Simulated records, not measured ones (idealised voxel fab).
This is a process module. Its name is voxel double patterning.
Each square cell in cross-section cut measures 5 nm, and the section as a whole is 210 nm wide.
A cross-section is a grid of square cells, given in bands from the top down. A band is one or more rows of cells.
For a band, the entry starts with two heights in nm, that of the top and then that of the bottom, and carries on with the band's materials in order from left to right, each alongside its width in nm; the word "edge to edge" beside a single material means it fills the band edge to edge, and "empty" means empty space.
Note: height 0 marks the level under which the wafer is uniformly one material as received. Lowest band unbounded below, written "0..down".
Quick explanation for "30 to 40": the width changes in equal steps down the rows of cells, from the first number in the band's top row to the second number in its bottom row.
"left unchanged", as given for a step, is the statement that not any cell of the cross-section underwent a change during that step.
"Closed void register" means: voids of 8 cells or more that are shut off from the top with no open way through. Written width x height at distance, distance from the left edge, in nm.
What comes after the settings on a step's line is commentary from the simulator itself on that step.
overlay nm: mask offset rightward from planned place, masked step; negative means leftward offset.
Process steps foreseen in the plan:
1,RECEIVE [material Si]
2,CONFORMAL_DEP [material SiO2] [thk nm 5]
3,DIRECTIONAL_DEP [material polySi] [thk nm 15]
4,DIRECTIONAL_DEP [material SiN] [thk nm 10]
5,PATTERN [tone open] [mask id FIRST] [material resist] [width nm 15] [pitch nm 50] [thk nm 15] [overlay nm 0]
6,DIRECTIONAL_ETCH [etch materials SiN] [depth nm 10]
7,STRIP [etch materials resist]
8,MASKED_ETCH [tone open] [mask id SECOND] [width nm 15] [etch materials SiN] [depth nm 10] [overlay nm 0]
9,DIRECTIONAL_ETCH [etch materials polySi] [depth nm 15]
10,STRIP [etch materials SiN]
Cross-section of the wafer at receipt, which is the condition after step 1:
	0..down: Si edge to edge
	Closed void register: none
Final wafer profile in cross-section after the module, from the same start and plan as above, with one mistake made during processing:
	20..5: empty (70), then polySi (15), then empty (35), then polySi (15), then empty (75)
	5..0: SiO2 edge to edge
	0..down: Si edge to edge
	Closed void register: none
Which mistake was made when the wafer was run? step 5 ran as: PATTERN [tone cover] [mask id FIRST] [material resist] [width nm 15] [pitch nm 50] [thk nm 15] [overlay nm 0]
